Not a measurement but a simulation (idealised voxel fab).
Process module name: voxel transistor to metal
We display cut, a cross-section 250 nm in width whose square cells are each 5 nm.
Just so we're on the same page, the cross-sections are grids of square cells, and they're listed out in bands top to bottom, each band one or more rows deep.
Band: top and bottom heights (nm) first, top before bottom; then materials from left to right, widths in nm. "full width" marks a sole material filling the band edge to edge. "empty" denotes empty space.
Heads up on the height convention: 0 is the point under which the incoming wafer is all one material, and the lowest band has no bottom, it just keeps going down, like "top 0, no bottom".
The notation "30..40" denotes a width that varies across the rows of cells in the band, beginning at the first number in the top row, finishing at the second number in the bottom row, and changing by an identical amount from each row to the next.
The cross-section has no changed cell in any step marked "no alterations made".
What "Unvented voids" gives you is every empty space of 8 cells or more that is cut off from the top. Each appears as width x height at distance, with the distance taken from the left edge and width, height and distance all in nm.
Post-settings text on a step line: simulator's own remark regarding the step.
Each step line may optionally specify "overlay nm", which for a step with a mask gives the rightward distance between the mask's planned place and where it lay, a negative value indicating the leftward direction.
## Here's what the planned process steps look like
1) RECEIVE with material Si
2) OXIDIZE with depth nm 5
3) CONFORMAL_DEP with material SiN, thk nm 15
4) PATTERN with tone cover, mask id ACTIVE, material resist, width nm 100, pitch nm 120, thk nm 15, overlay nm 0
5) DIRECTIONAL_ETCH with etch materials SiN, depth nm 15
6) DIRECTIONAL_ETCH with etch materials SiO2, depth nm 5
7) DIRECTIONAL_ETCH with etch materials Si, depth nm 35
8) STRIP with etch materials resist
9) OXIDIZE with depth nm 5
10) FILL_DEP with material SiO2, thk nm 5
11) CMP with height nm 15
12) SELECTIVE_ETCH with etch materials SiO2, depth nm 15
13) STRIP with etch materials SiN
14) SELECTIVE_ETCH with etch materials SiO2, depth nm 5
15) OXIDIZE with depth nm 5
16) DIRECTIONAL_DEP with material polySi, thk nm 30
17) DIRECTIONAL_DEP with material SiCN, thk nm 10
18) MASKED_ETCH with tone cover, mask id GATE, width nm 20, pitch nm 120, etch materials SiCN, depth nm 20, overlay nm 0
19) MASKED_ETCH with tone cover, mask id GATE, width nm 20, pitch nm 120, etch materials polySi, depth nm 40, overlay nm 0
20) CONFORMAL_DEP with material SiO2, thk nm 5
21) DIRECTIONAL_ETCH with etch materials SiO2, depth nm 5
22) CONFORMAL_DEP with material SiN, thk nm 5
23) DIRECTIONAL_ETCH with etch materials SiN, depth nm 5
24) DIRECTIONAL_ETCH with etch materials SiO2, depth nm 5
25) DIRECTIONAL_ETCH with etch materials Si, depth nm 15
26) EPI with material pSi, thk nm 15
27) FILL_DEP with material SiO2, thk nm 10
28) CMP with height nm 35
29) DIRECTIONAL_DEP with material SiO2, thk nm 15
30) MASKED_ETCH with tone open, mask id CONTACT, width nm 15, etch materials SiO2, depth nm 60, overlay nm 0
31) CONFORMAL_DEP with material TiN, thk nm 5
32) FILL_DEP with material Ru, thk nm 10
33) CMP with height nm 50
34) CONFORMAL_DEP with material SiN, thk nm 5
35) DIRECTIONAL_DEP with material lowk, thk nm 25
36) DIRECTIONAL_DEP with material aC, thk nm 10
37) PATTERN with tone open, mask id METAL_1, material resist, width nm 20, thk nm 25, overlay nm 0
38) DIRECTIONAL_ETCH with etch materials aC, depth nm 10
39) STRIP with etch materials resist
40) DIRECTIONAL_ETCH with etch materials lowk, depth nm 25
41) DIRECTIONAL_ETCH with etch materials SiN, depth nm 5
42) STRIP with etch materials aC
43) CONFORMAL_DEP with material TiN, thk nm 5
44) FILL_DEP with material Cu, thk nm 5
45) CMP with height nm 80
46) CONFORMAL_DEP with material SiCN, thk nm 5
47) DIRECTIONAL_DEP with material lowk, thk nm 25
48) PATTERN with tone open, mask id METAL_2, material resist, width nm 20, pitch nm 120, thk nm 20, overlay nm 0
49) DIRECTIONAL_ETCH with etch materials lowk, depth nm 15
50) STRIP with etch materials resist
51) PATTERN with tone open, mask id METAL_2_HOLES, material resist, width nm 15, pitch nm 120, thk nm 20, overlay nm 0
52) DIRECTIONAL_ETCH with etch materials lowk, depth nm 10
53) DIRECTIONAL_ETCH with etch materials SiCN, depth nm 5
54) STRIP with etch materials resist
55) CONFORMAL_DEP with material TiN, thk nm 5
56) FILL_DEP with material Cu, thk nm 10
57) CMP with height nm 110
58) CONFORMAL_DEP with material SiN, thk nm 5
The plan's step 30 width nm is the first wafer's value; the wafers differ in this setting and start identical.
## First wafer of several, as received: cross-section after step 1
    top 0, no bottom  Si full width
    Unvented voids: none
## Module end state after final step 58: cross-section of the first of several wafers
    top 115, bottom 110  SiN full width
    top 110, bottom 100  lowk=20, then TiN=5, then Cu=10, then TiN=5, then lowk=100, then TiN=5, then Cu=10, then TiN=5, then lowk=90
    top 100, bottom 95  lowk=20, then TiN=5, then Cu=5, then TiN=10, then lowk=100, then TiN=5, then Cu=5, then TiN=10, then lowk=90
    top 95, bottom 85  lowk=20, then TiN=5, then Cu=5, then TiN=5, then lowk=105, then TiN=5, then Cu=5, then TiN=5, then lowk=95
    top 85, bottom 80  SiCN=20, then TiN=15, then SiCN=105, then TiN=15, then SiCN=95
    top 80, bottom 55  lowk=20, then TiN=5, then Cu=10, then TiN=5, then lowk=50, then TiN=5, then Cu=10, then TiN=5, then lowk=30, then TiN=5, then Cu=10, then TiN=5, then lowk=50, then TiN=5, then Cu=10, then TiN=5, then lowk=20
    top 55, bottom 50  SiN=20, then TiN=20, then SiN=50, then TiN=20, then SiN=30, then TiN=20, then SiN=50, then TiN=20, then SiN=20
    top 50, bottom 35  SiO2=25, then TiN=5, then Ru=5, then TiN=5, then SiO2=55, then TiN=5, then Ru=5, then TiN=5, then SiO2=35, then TiN=5, then Ru=5, then TiN=5, then SiO2=55, then TiN=5, then Ru=5, then TiN=5, then SiO2=20
    top 35, bottom 25  SiO2=25, then TiN=5, then Ru=5, then TiN=5, then SiO2=5, then SiN=5, then SiO2=5, then SiCN=20, then SiO2=5, then SiN=5, then SiO2=10, then TiN=5, then Ru=5, then TiN=5, then SiO2=35, then TiN=5, then Ru=5, then TiN=5, then SiO2=5, then SiN=5, then SiO2=5, then SiCN=20, then SiO2=5, then SiN=5, then SiO2=10, then TiN=5, then Ru=5, then TiN=5, then SiO2=20
    top 25, bottom 10  SiO2=25, then TiN=5, then Ru=5, then TiN=5, then SiO2=5, then SiN=5, then SiO2=5, then polySi=20, then SiO2=5, then SiN=5, then SiO2=10, then TiN=5, then Ru=5, then TiN=5, then SiO2=35, then TiN=5, then Ru=5, then TiN=5, then SiO2=5, then SiN=5, then SiO2=5, then polySi=20, then SiO2=5, then SiN=5, then SiO2=10, then TiN=5, then Ru=5, then TiN=5, then SiO2=20
    top 10, bottom 5  SiO2=25, then TiN=15, then SiO2=5, then SiN=5, then SiO2=5, then polySi=20, then SiO2=5, then SiN=5, then SiO2=10, then TiN=15, then SiO2=35, then TiN=15, then SiO2=5, then SiN=5, then SiO2=5, then polySi=20, then SiO2=5, then SiN=5, then SiO2=10, then TiN=15, then SiO2=20
    top 5, bottom -5  SiO2=25, then TiN=5, then pSi=15, then SiN=5, then SiO2=5, then polySi=20, then SiO2=5, then SiN=5, then pSi=15, then TiN=10, then SiO2=35, then TiN=5, then pSi=15, then SiN=5, then SiO2=5, then polySi=20, then SiO2=5, then SiN=5, then pSi=15, then TiN=10, then SiO2=20
    top -5, bottom -10  SiO2=25, then TiN=5, then pSi=15, then SiO2=40, then pSi=15, then TiN=10, then SiO2=35, then TiN=5, then pSi=15, then SiO2=40, then pSi=15, then TiN=10, then SiO2=20
    top -10, bottom -25  SiO2=20, then pSi=25, then Si=40, then pSi=25, then SiO2=30, then pSi=25, then Si=40, then pSi=25, then SiO2=20
    top -25, bottom -45  SiO2=20, then Si=90, then SiO2=30, then Si=90, then SiO2=20
    top -45, no bottom  Si full width
    Unvented voids: none
## Sectional view of the last wafer upon completion of the module
    top 115, bottom 110  SiN full width
    top 110, bottom 100  lowk=20, then TiN=5, then Cu=10, then TiN=5, then lowk=100, then TiN=5, then Cu=10, then TiN=5, then lowk=90
    top 100, bottom 95  lowk=20, then TiN=5, then Cu=5, then TiN=10, then lowk=100, then TiN=5, then Cu=5, then TiN=10, then lowk=90
    top 95, bottom 85  lowk=20, then TiN=5, then Cu=5, then TiN=5, then lowk=105, then TiN=5, then Cu=5, then TiN=5, then lowk=95
    top 85, bottom 80  SiCN=20, then TiN=15, then SiCN=105, then TiN=15, then SiCN=95
    top 80, bottom 55  lowk=20, then TiN=5, then Cu=10, then TiN=5, then lowk=50, then TiN=5, then Cu=10, then TiN=5, then lowk=30, then TiN=5, then Cu=10, then TiN=5, then lowk=50, then TiN=5, then Cu=10, then TiN=5, then lowk=20
    top 55, bottom 50  SiN=20, then TiN=20, then SiN=50, then TiN=20, then SiN=30, then TiN=20, then SiN=50, then TiN=20, then SiN=20
    top 50, bottom 35  SiO2=15, then TiN=5, then Ru=20, then TiN=5, then SiO2=40, then TiN=5, then Ru=20, then TiN=5, then SiO2=20, then TiN=5, then Ru=20, then TiN=5, then SiO2=40, then TiN=5, then Ru=20, then TiN=5, then SiO2=15
    top 35, bottom 25  SiO2=15, then TiN=5, then Ru=20, then TiN=5, then SiN=5, then SiO2=5, then SiCN=20, then SiO2=5, then SiN=5, then TiN=5, then Ru=20, then TiN=5, then SiO2=20, then TiN=5, then Ru=20, then TiN=5, then SiN=5, then SiO2=5, then SiCN=20, then SiO2=5, then SiN=5, then TiN=5, then Ru=20, then TiN=5, then SiO2=15
    top 25, bottom 10  SiO2=15, then TiN=5, then Ru=20, then TiN=5, then SiN=5, then SiO2=5, then polySi=20, then SiO2=5, then SiN=5, then TiN=5, then Ru=20, then TiN=5, then SiO2=20, then TiN=5, then Ru=20, then TiN=5, then SiN=5, then SiO2=5, then polySi=20, then SiO2=5, then SiN=5, then TiN=5, then Ru=20, then TiN=5, then SiO2=15
    top 10, bottom 5  SiO2=15, then TiN=5, then Ru=5, then TiN=20, then SiN=5, then SiO2=5, then polySi=20, then SiO2=5, then SiN=5, then TiN=20, then Ru=5, then TiN=5, then SiO2=20, then TiN=5, then Ru=5, then TiN=20, then SiN=5, then SiO2=5, then polySi=20, then SiO2=5, then SiN=5, then TiN=20, then Ru=5, then TiN=5, then SiO2=15
    top 5, bottom -5  SiO2=15, then TiN=5, then Ru=5, then TiN=5, then pSi=15, then SiN=5, then SiO2=5, then polySi=20, then SiO2=5, then SiN=5, then pSi=15, then TiN=5, then Ru=5, then TiN=5, then SiO2=20, then TiN=5, then Ru=5, then TiN=5, then pSi=15, then SiN=5, then SiO2=5, then polySi=20, then SiO2=5, then SiN=5, then pSi=15, then TiN=5, then Ru=5, then TiN=5, then SiO2=15
    top -5, bottom -10  SiO2=15, then TiN=15, then pSi=15, then SiO2=40, then pSi=15, then TiN=15, then SiO2=20, then TiN=15, then pSi=15, then SiO2=40, then pSi=15, then TiN=15, then SiO2=15
    top -10, bottom -25  SiO2=20, then pSi=25, then Si=40, then pSi=25, then SiO2=30, then pSi=25, then Si=40, then pSi=25, then SiO2=20
    top -25, bottom -45  SiO2=20, then Si=90, then SiO2=30, then Si=90, then SiO2=20
    top -45, no bottom  Si full width
    Unvented voids: none
## What follows is a table in which each wafer occupies a row; for the wafer as it stands at the close of the module, the row states, material by material, how many cells have been gained (+) or lost (-) since receipt, and then gives its closed voids
width nm 15, +54 Cu, +32 Ru, -258 Si, +60 SiCN, +116 SiN, +440 SiO2, +178 TiN, +384 lowk, +96 pSi, +48 polySi, Unvented voids: none
width nm 20, +54 Cu, +64 Ru, -258 Si, +60 SiCN, +116 SiN, +398 SiO2, +188 TiN, +384 lowk, +96 pSi, +48 polySi, Unvented voids: none
width nm 25, +54 Cu, +102 Ru, -258 Si, +60 SiCN, +116 SiN, +356 SiO2, +192 TiN, +384 lowk, +96 pSi, +48 polySi, Unvented voids: none
width nm 30, +54 Cu, +140 Ru, -258 Si, +60 SiCN, +116 SiN, +314 SiO2, +196 TiN, +384 lowk, +96 pSi, +48 polySi, Unvented voids: none
